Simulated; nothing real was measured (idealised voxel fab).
The name of this process module is voxel capacitor over wiring.
The figure presents cross-section cut, which has a width of 245 nm and is divided into square cells with an edge length of 5 nm.
Bands, listed from the top down, are how a cross-section gets written in this document; the cross-section itself is a grid of square cells, and a band is one or more rows of them.
The entry gives the band's vertical extent as a top height and a bottom height in nm, then its horizontal make-up as materials from left to right, each with a width in nm. "empty" stands for empty space; a single material marked "full width" fills the band edge to edge.
Zero point of the height axis is 0; under it, received wafer = one material. Lowest band: continues down indefinitely, "0 nm and below".
A width given as "30 to 40" starts at the first number in the band's top row and ends at the second number in its bottom row, shifting by an equal amount at every step from row to row.
You'll sometimes find "changes: none" written for a step, and that's the way of saying that nowhere in the cross-section did a cell change during that step.
This entry, "Internal closed voids", enumerates those empty regions of no fewer than 8 cells that possess no open connection to the top. Each region is reported in the form width x height at distance, the distance being taken from the left edge, with all three quantities expressed in nm.
Note: text after step settings on the step line = simulator remark on that step.
"overlay nm" answers the question of how far to the right of plan the mask lay on a step that has a mask, and when it is negative the answer is to the left.
# Steps planned for the process
1 RECEIVE,material Si
2 CONFORMAL_DEP,material SiO2,thk nm 15
3 CONFORMAL_DEP,material SiCN,thk nm 5
4 DIRECTIONAL_DEP,material SiO2,thk nm 25
5 DIRECTIONAL_DEP,material aC,thk nm 15
6 PATTERN,tone open,mask id METAL_1,material resist,width nm 25,pitch nm 80,thk nm 30,overlay nm 0
7 DIRECTIONAL_ETCH,etch materials aC,depth nm 15
8 STRIP,etch materials resist
9 DIRECTIONAL_ETCH,etch materials SiO2,depth nm 25
10 DIRECTIONAL_ETCH,etch materials SiCN,depth nm 5
11 STRIP,etch materials aC
12 CONFORMAL_DEP,material TiN,thk nm 5
13 FILL_DEP,material Cu,thk nm 5
14 CMP,height nm 45
15 CONFORMAL_DEP,material SiCN,thk nm 5
16 DIRECTIONAL_DEP,material SiO2,thk nm 10
17 DIRECTIONAL_DEP,material aC,thk nm 10
18 PATTERN,tone open,mask id PLUG_1,material resist,width nm 15,thk nm 25,overlay nm 0
19 DIRECTIONAL_ETCH,etch materials aC,depth nm 10
20 STRIP,etch materials resist
21 DIRECTIONAL_ETCH,etch materials SiO2,depth nm 10
22 DIRECTIONAL_ETCH,etch materials SiCN,depth nm 5
23 STRIP,etch materials aC
24 CONFORMAL_DEP,material TiN,thk nm 5
25 FILL_DEP,material Ru,thk nm 5
26 CMP,height nm 60
27 DIRECTIONAL_DEP,material TiN,thk nm 10
28 DIRECTIONAL_DEP,material HfO2,thk nm 5
29 DIRECTIONAL_DEP,material TiN,thk nm 5
30 DIRECTIONAL_DEP,material aC,thk nm 15
31 PATTERN,tone cover,mask id UPPER_PLATE,material resist,width nm 60,thk nm 30,overlay nm 0
32 DIRECTIONAL_ETCH,etch materials aC,depth nm 15
33 STRIP,etch materials resist
34 DIRECTIONAL_ETCH,etch materials TiN,depth nm 5
35 DIRECTIONAL_ETCH,etch materials HfO2,depth nm 5
36 STRIP,etch materials aC
37 PATTERN,tone cover,mask id LOWER_PLATE,material resist,width nm 70,thk nm 20,overlay nm 0
38 DIRECTIONAL_ETCH,etch materials TiN,depth nm 10
39 STRIP,etch materials resist
40 FILL_DEP,material SiO2,thk nm 20
41 CMP,height nm 95
42 PATTERN,tone open,mask id PLUG_2,material resist,width nm 15,thk nm 20,overlay nm 0
43 DIRECTIONAL_ETCH,etch materials SiO2,depth nm 15
44 STRIP,etch materials resist
45 CONFORMAL_DEP,material TiN,thk nm 5
46 FILL_DEP,material Ru,thk nm 5
47 CMP,height nm 95
48 CONFORMAL_DEP,material SiCN,thk nm 5
# as received, after step 1
  0 nm and below = Si full width
  Internal closed voids: none
# Starting wafer: above. Plan: above. Run: one mistake. Cross-section after the module: below
  100 nm to 95 nm = SiCN full width
  95 nm to 85 nm = 95 nm SiO2, 5 nm Ru, 145 nm SiO2
  85 nm to 80 nm = SiO2 full width
  80 nm to 75 nm = 80 nm SiO2, 60 nm TiN, 105 nm SiO2
  75 nm to 70 nm = 80 nm SiO2, 60 nm HfO2, 105 nm SiO2
  70 nm to 60 nm = 75 nm SiO2, 70 nm TiN, 100 nm SiO2
  60 nm to 50 nm = 80 nm SiO2, 5 nm TiN, 5 nm Ru, 5 nm TiN, 150 nm SiO2
  50 nm to 45 nm = 80 nm SiCN, 15 nm TiN, 150 nm SiCN
  45 nm to 20 nm = 70 nm SiO2, 5 nm TiN, 15 nm Cu, 5 nm TiN, 55 nm SiO2, 5 nm TiN, 15 nm Cu, 5 nm TiN, 70 nm SiO2
  20 nm to 15 nm = 70 nm SiCN, 25 nm TiN, 55 nm SiCN, 25 nm TiN, 70 nm SiCN
  15 nm to 0 nm = SiO2 full width
  0 nm and below = Si full width
  Internal closed voids: none
Processing error: step 45 ran with different settings than intended, the actual operation and settings being CONFORMAL_DEP,material SiO2,thk nm 5
